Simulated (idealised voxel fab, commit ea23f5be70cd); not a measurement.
process module | voxel quadruple lines
cross-section cut | 270 nm wide | cells 5 nm
A cross-section is a grid of square cells, given in bands from the top down. A band is one or more rows of cells.
Each band's line starts with the height of the band's top and of its bottom, in nm. Then come its materials from left to right, each with its width in nm. One material with "throughout" fills the band from edge to edge. "air" is empty space.
Height 0 is the level under which the wafer as received is all one material. The lowest band goes on downwards, as in "0 down".
A width such as "30 to 40" changes by the same amount from each row of cells to the next, from the band's top row to its bottom row.
"no change" after a step means that no cell of the cross-section changed.
closed voids: empty space of 8 cells or more with no open way to the top, each as width x height at its distance from the left edge, in nm
after a step's settings: what the simulator itself notes on the step
overlay nm, on a step with a mask: how far to the right of its planned place the mask lay; to the left if negative
plan
1 op RECEIVE | material Si
2 op CONFORMAL_DEP | material SiO2 | thk nm 5
3 op DIRECTIONAL_DEP | material W | thk nm 15
4 op DIRECTIONAL_DEP | material polySi | thk nm 15
5 op DIRECTIONAL_DEP | material aC | thk nm 25
6 op PATTERN | tone cover | mask id MANDREL | material resist | width nm 30 | pitch nm 80 | thk nm 35 | overlay nm 0
7 op DIRECTIONAL_ETCH | etch materials aC | depth nm 25
8 op STRIP | etch materials resist
9 op CONFORMAL_DEP | material SiO2 | thk nm 10
10 op DIRECTIONAL_ETCH | etch materials SiO2 | depth nm 10
11 op STRIP | etch materials aC
12 op DIRECTIONAL_ETCH | etch materials polySi | depth nm 15
13 op STRIP | etch materials SiO2
14 op CONFORMAL_DEP | material SiCN | thk nm 10
15 op DIRECTIONAL_ETCH | etch materials SiCN | depth nm 10
16 op STRIP | etch materials polySi
17 op DIRECTIONAL_ETCH | etch materials W | depth nm 15
18 op STRIP | etch materials SiCN
as received, after step 1
  0 down: Si throughout
  closed voids: none
a wafer at the end: this start, this plan, one mistake
  30 to 15: air 60 | W 10 | air 10 | W 10 | air 10 | W 10 | air 10 | W 10 | air 10 | W 10 | air 10 | W 10 | air 10 | W 10 | air 10 | W 10 | air 60
  15 to 5: W throughout
  5 to 0: SiO2 throughout
  0 down: Si throughout
  closed voids: none
what went wrong: step 3 ran as: op DIRECTIONAL_DEP | material W | thk nm 25
